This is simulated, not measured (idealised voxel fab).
A process module follows: voxel self aligned vias.
In the cross-section labelled cut, the width is 155 nm and each square cell is 5 nm.
A cross-section in this document is a grid of square cells, and it is written down as bands, the top band listed before the ones below it; a band is made up of one or more rows of cells. Each band's line starts with the height of the band's top and of its bottom, in nm. Then come its materials from left to right, each with its width in nm. One material with "throughout" fills the band from edge to edge. "air" is empty space. Heights are expressed relative to 0, this being the level below which the as-received wafer comprises one material exclusively. The lowest band is unbounded in the downward direction and is denoted as in "0 -> down". So if you see something like "30->40" for the width, read it as the top row of the band sitting at the first number and the bottom row at the second, with every row in between moving by the same amount as the last. The cross-section has no changed cell in any step marked "left unchanged". "Unvented cavities": sealed empty spaces, 8 cells or more, no open way to top, listed width x height at distance, with distance from the left edge and width, height and distance in nm. Formally, on a step line, whatever follows the settings is a remark that the simulator itself makes on the step. overlay nm: on a step with a mask, how far right of its planned place the mask lay; negative means left.
### These are the steps we planned for the process
- 1: RECEIVE, material Si
- 2: CONFORMAL_DEP, material SiO2, thk nm 15
- 3: CONFORMAL_DEP, material SiCN, thk nm 5
- 4: DIRECTIONAL_DEP, material SiO2, thk nm 25
- 5: PATTERN, tone open, mask id LINES, material resist, width nm 30, pitch nm 55, thk nm 15, overlay nm 0
- 6: DIRECTIONAL_ETCH, etch materials SiO2, depth nm 25
- 7: STRIP, etch materials resist
- 8: CONFORMAL_DEP, material TiN, thk nm 5
- 9: FILL_DEP, material W, thk nm 10
- 10: CMP, height nm 45
- 11: SELECTIVE_ETCH, etch materials W Ru TiN, depth nm 5
- 12: FILL_DEP, material SiN, thk nm 10
- 13: CMP, height nm 45
- 14: DIRECTIONAL_DEP, material SiO2, thk nm 15
- 15: MASKED_ETCH, tone open, mask id VIAS, width nm 40, pitch nm 55, etch materials SiO2, depth nm 15, overlay nm 0
- 16: MASKED_ETCH, tone open, mask id VIAS, width nm 40, pitch nm 55, etch materials SiN, depth nm 5, overlay nm 0
- 17: CONFORMAL_DEP, material TiN, thk nm 5
- 18: FILL_DEP, material Ru, thk nm 10
- 19: CMP, height nm 60
- 20: CONFORMAL_DEP, material SiCN, thk nm 5
### As received (post step 1): cross-section
0 -> down  Si throughout
Unvented cavities: none
### a wafer at the end: this start, this plan, one mistake
80 -> 75  SiCN throughout
75 -> 65  Ru throughout
65 -> 60  35 of TiN, then 30 of Ru, then 25 of TiN, then 30 of Ru, then 35 of TiN
60 -> 50  30 of SiO2, then 5 of TiN, then 30 of Ru, then 5 of TiN, then 15 of SiO2, then 5 of TiN, then 30 of Ru, then 5 of TiN, then 30 of SiO2
50 -> 45  30 of SiO2, then 10 of TiN, then 20 of Ru, then 10 of TiN, then 15 of SiO2, then 10 of TiN, then 20 of Ru, then 10 of TiN, then 30 of SiO2
45 -> 40  35 of SiO2, then 30 of TiN, then 25 of SiO2, then 30 of TiN, then 35 of SiO2
40 -> 25  35 of SiO2, then 5 of TiN, then 20 of W, then 5 of TiN, then 25 of SiO2, then 5 of TiN, then 20 of W, then 5 of TiN, then 35 of SiO2
25 -> 20  35 of SiO2, then 30 of TiN, then 25 of SiO2, then 30 of TiN, then 35 of SiO2
20 -> 15  SiCN throughout
15 -> 0  SiO2 throughout
0 -> down  Si throughout
Unvented cavities: none
Finding, execution versus plan: the run left out plan step 19 entirely, so it was never executed
